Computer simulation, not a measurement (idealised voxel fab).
Module name: voxel ribs on slabs (process module)
In the cross-section labelled cut, the width is 260 nm and each square cell is 5 nm.
Notation: cross-section as square-cell grid; stated in bands, top first, going down; one or more cell rows per band.
Top, bottom (nm), then materials left to right with widths (nm); lone material tagged "everywhere" fills the whole band edge to edge; "empty" = empty space.
Heights from 0 (as-received wafer is one material below). Bottom band endless downward, as "z 0 and below".
Quick explanation for "30..40": the width changes in equal steps down the rows of cells, from the first number in the band's top row to the second number in its bottom row.
It should be understood that the words "remained unchanged", when stated for a given step, signify that the cross-section underwent no change in any of its cells during that step.
This entry, "Sealed internal voids", enumerates those empty regions of no fewer than 8 cells that possess no open connection to the top. Each region is reported in the form width x height at distance, the distance being taken from the left edge, with all three quantities expressed in nm.
On a step's line, text after the settings is the simulator commenting on that step.
overlay nm: how far to the right of its planned place the mask lay on this masked step (negative: to the left).

The process steps that were planned are listed below
1) RECEIVE | material Si
2) DIRECTIONAL_DEP | material SiO2 | thk nm 25
3) DIRECTIONAL_DEP | material SiN | thk nm 20
4) DIRECTIONAL_DEP | material aC | thk nm 15
5) PATTERN | tone cover | mask id RIB | material resist | width nm 25 | thk nm 30 | overlay nm 0
6) DIRECTIONAL_ETCH | etch materials aC | depth nm 15
7) STRIP | etch materials resist
8) DIRECTIONAL_ETCH | etch materials SiN | depth nm 15
9) STRIP | etch materials aC
10) DIRECTIONAL_DEP | material aC | thk nm 10
11) PATTERN | tone cover | mask id SLAB | material resist | width nm 75 | thk nm 30 | overlay nm 0
12) DIRECTIONAL_ETCH | etch materials aC | depth nm 10
13) STRIP | etch materials resist
14) DIRECTIONAL_ETCH | etch materials SiN | depth nm 5
15) STRIP | etch materials aC
16) FILL_DEP | material SiO2 | thk nm 25
17) CMP | height nm 65
18) DIRECTIONAL_DEP | material TiN | thk nm 10
19) MASKED_ETCH | tone cover | mask id HEATER | width nm 35 | etch materials TiN | depth nm 10 | overlay nm 0
20) CONFORMAL_DEP | material SiO2 | thk nm 5

Wafer at receipt (post step 1), cross-section
  z 0 and below = Si everywhere
  Sealed internal voids: none

Cross-section: first of two wafers, module finished, run according to plan
  z 80 to 75 = 105 of empty  45 of SiO2  110 of empty
  z 75 to 70 = 105 of empty  5 of SiO2  35 of TiN  5 of SiO2  110 of empty
  z 70 to 65 = 110 of SiO2  35 of TiN  115 of SiO2
  z 65 to 45 = SiO2 everywhere
  z 45 to 30 = 115 of SiO2  25 of SiN  120 of SiO2
  z 30 to 25 = 90 of SiO2  75 of SiN  95 of SiO2
  z 25 to 0 = SiO2 everywhere
  z 0 and below = Si everywhere
  Sealed internal voids: none

This is the second of the two wafers, cross-sectioned at the end of the module; it started exactly like the first and was given the same plan, but it was run with one mistake
  z 80 to 75 = 105 of empty  45 of SiO2  110 of empty
  z 75 to 70 = 105 of empty  5 of SiO2  35 of TiN  5 of SiO2  110 of empty
  z 70 to 65 = 110 of SiO2  35 of TiN  115 of SiO2
  z 65 to 60 = SiO2 everywhere
  z 60 to 45 = TiN everywhere
  z 45 to 25 = SiN everywhere
  z 25 to 0 = SiO2 everywhere
  z 0 and below = Si everywhere
  Sealed internal voids: none
The plan and the run diverged here: step 4 was run on a setting that differed from the plan, and what really ran there is DIRECTIONAL_DEP | material TiN | thk nm 15
FYI, end of process, the second wafer has more or fewer cells of some materials than the first: SiN +178 | SiO2 -334 | TiN +156
